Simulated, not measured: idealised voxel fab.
You're looking at the process module voxel trench capacitor.
In the cross-section labelled cut, the width is 225 nm and each square cell is 5 nm.
Square cells in a grid make up a cross-section in this document, and the grid is given as bands, listed from the top down, each one or more rows of cells.
In this notation a band is specified by the heights of its top and bottom, in that order and in nm, after which its materials appear from left to right, each paired with its width in nm. The word "everywhere" attached to a single material means that material fills the band from edge to edge; the word "air" stands for empty space.
Measure heights from 0. That's the level where, below it, the as-received wafer is all one material. The lowest band is bottomless and extends downward; write it as in "0..down".
A two-number width, for instance "30 to 40", indicates that the width is equal to the first number in the top row of the band and to the second number in the bottom row, and that it changes by a constant amount per row of cells.
You'll sometimes find "no alterations made" written for a step, and that's the way of saying that nowhere in the cross-section did a cell change during that step.
"Enclosed void catalog": empty spaces of 8 cells or more with no open way to the top, each given as width x height at distance, distance from the left edge, all in nm.
after a step's settings: what the simulator itself notes on the step
A step line may carry the setting "overlay nm", which, for steps involving a mask, states the distance by which the mask lay to the right of its intended position; negative values denote displacement to the left.
HERE'S WHAT THE PLANNED PROCESS STEPS LOOK LIKE
- 1: op RECEIVE | material Si
- 2: op CONFORMAL_DEP | material SiN | thk nm 5
- 3: op PATTERN | tone open | mask id TRENCH | material resist | width nm 25 | pitch nm 50 | thk nm 20 | overlay nm -15
- 4: op DIRECTIONAL_ETCH | etch materials SiN | depth nm 5
- 5: op DIRECTIONAL_ETCH | etch materials Si | depth nm 35
- 6: op STRIP | etch materials resist
- 7: op CONFORMAL_DEP | material Al2O3 | thk nm 5
- 8: op FILL_DEP | material polySi | thk nm 5
- 9: op CMP | height nm 5
Among the wafers covered here, the point of difference is the overlay nm at step 3; their starting state is shared, and the plan presents the value of the first wafer.
THE FIRST OF SEVERAL WAFERS AS RECEIVED, SHOWN IN CROSS-SECTION; THIS IS ITS STATE AFTER STEP 1
> 0..down = Si everywhere
> Enclosed void catalog: none
TAKE A LOOK AT THE FIRST OF SEVERAL WAFERS IN CROSS-SECTION: THE MODULE IS DONE, AND STEP 9 WAS ITS LAST STEP
> 5..0 = SiN 35 nm  Al2O3 5 nm  polySi 15 nm  Al2O3 5 nm  SiN 25 nm  Al2O3 5 nm  polySi 15 nm  Al2O3 5 nm  SiN 25 nm  Al2O3 5 nm  polySi 15 nm  Al2O3 5 nm  SiN 65 nm
> 0..-30 = Si 35 nm  Al2O3 5 nm  polySi 15 nm  Al2O3 5 nm  Si 25 nm  Al2O3 5 nm  polySi 15 nm  Al2O3 5 nm  Si 25 nm  Al2O3 5 nm  polySi 15 nm  Al2O3 5 nm  Si 65 nm
> -30..-35 = Si 35 nm  Al2O3 25 nm  Si 25 nm  Al2O3 25 nm  Si 25 nm  Al2O3 25 nm  Si 65 nm
> -35..down = Si everywhere
> Enclosed void catalog: none
END OF MODULE: CROSS-SECTION, LAST OF SEVERAL WAFERS
> 5..0 = SiN 65 nm  Al2O3 5 nm  polySi 15 nm  Al2O3 5 nm  SiN 25 nm  Al2O3 5 nm  polySi 15 nm  Al2O3 5 nm  SiN 25 nm  Al2O3 5 nm  polySi 15 nm  Al2O3 5 nm  SiN 35 nm
> 0..-30 = Si 65 nm  Al2O3 5 nm  polySi 15 nm  Al2O3 5 nm  Si 25 nm  Al2O3 5 nm  polySi 15 nm  Al2O3 5 nm  Si 25 nm  Al2O3 5 nm  polySi 15 nm  Al2O3 5 nm  Si 35 nm
> -30..-35 = Si 65 nm  Al2O3 25 nm  Si 25 nm  Al2O3 25 nm  Si 25 nm  Al2O3 25 nm  Si 35 nm
> -35..down = Si everywhere
> Enclosed void catalog: none
ROW PER WAFER, END-OF-MODULE: CELL GAIN (+)/LOSS (-) BY MATERIAL SINCE THE WAFER CAME IN, THEN CLOSED VOIDS
overlay nm -15; +57 Al2O3; -105 Si; +30 SiN; +63 polySi; Enclosed void catalog: none
overlay nm -10; +57 Al2O3; -105 Si; +30 SiN; +63 polySi; Enclosed void catalog: none
overlay nm -5; +57 Al2O3; -105 Si; +30 SiN; +63 polySi; Enclosed void catalog: none
overlay nm 0; +57 Al2O3; -105 Si; +30 SiN; +63 polySi; Enclosed void catalog: none
overlay nm 5; +57 Al2O3; -105 Si; +30 SiN; +63 polySi; Enclosed void catalog: none
overlay nm 10; +57 Al2O3; -105 Si; +30 SiN; +63 polySi; Enclosed void catalog: none
overlay nm 15; +57 Al2O3; -105 Si; +30 SiN; +63 polySi; Enclosed void catalog: none
